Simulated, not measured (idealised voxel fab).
Process module under the name voxel self aligned contacts
Pictured: cross-section cut, 175 nm wide, on a grid of 5 nm square cells.
This document writes a cross-section as a grid whose cells are square, and gives it as bands, listed from the top down; one or more rows of cells form a band.
Look at the band entry: it leads with the top's height and the bottom's height in nm. Then it lists the materials left to right, with a width in nm for each. The word "everywhere" on a single material says that material fills the band edge to edge. The word "empty" is empty space.
Heights from 0 (as-received wafer is one material below). Bottom band endless downward, as "0 and below".
The expression "30..40" gives the width at the extremes of the band, the first number at its top row of cells and the second at its bottom row, with the width changing by equal amounts from each row to the next in between.
When a step is marked "nothing was modified", none of the cells in the cross-section changed during that step.
"Closed-off voids" - sealed voids, min. 8 cells, no opening to top; format: width x height at distance (distance from left edge; nm throughout).
Step line, after settings: the simulator's comment on this step.
Each step line may optionally specify "overlay nm", which for a step with a mask gives the rightward distance between the mask's planned place and where it lay, a negative value indicating the leftward direction.
Intended process steps:
1,RECEIVE (material Si)
2,OXIDIZE (depth nm 5)
3,DIRECTIONAL_DEP (material polySi; thk nm 25)
4,DIRECTIONAL_DEP (material SiN; thk nm 20)
5,MASKED_ETCH (tone cover; mask id GATE; width nm 25; pitch nm 65; etch materials SiN; depth nm 20; overlay nm 0)
6,MASKED_ETCH (tone cover; mask id GATE; width nm 25; pitch nm 65; etch materials polySi; depth nm 25; overlay nm 0)
7,CONFORMAL_DEP (material SiN; thk nm 10)
8,DIRECTIONAL_ETCH (etch materials SiN; depth nm 10)
9,FILL_DEP (material SiO2; thk nm 10)
10,CMP (height nm 50)
11,PATTERN (tone open; mask id CONTACT; material resist; width nm 50; thk nm 15; overlay nm 0)
12,DIRECTIONAL_ETCH (etch materials SiO2; depth nm 55)
13,STRIP (etch materials resist)
14,CONFORMAL_DEP (material TiN; thk nm 5)
15,FILL_DEP (material W; thk nm 10)
16,CMP (height nm 50)
17,CONFORMAL_DEP (material SiCN; thk nm 5)
Shown in cross-section is the wafer as received, that is, as it stands after step 1:
* 0 and below = Si everywhere
* Closed-off voids: none
The cross-section shown corresponds to the wafer at the conclusion of the module. The initial structure and the process plan are those presented above; however, one mistake occurred in executing the plan:
* 55 down to 50 = SiCN everywhere
* 50 down to 45 = SiO2 60; TiN 20; W 10; TiN 20; SiO2 65
* 45 down to 25 = SiO2 30; SiN 45; TiN 5; W 10; TiN 5; SiN 45; SiO2 35
* 25 down to 5 = SiO2 30; SiN 10; polySi 25; SiN 10; TiN 5; W 10; TiN 5; SiN 10; polySi 25; SiN 10; SiO2 35
* 5 down to 0 = SiO2 30; SiN 10; polySi 25; SiN 10; TiN 20; SiN 10; polySi 25; SiN 10; SiO2 35
* 0 and below = Si everywhere
* Closed-off voids: none
Deviation noted in wafer processing: yeah, step 2 of the plan got skipped, never ran
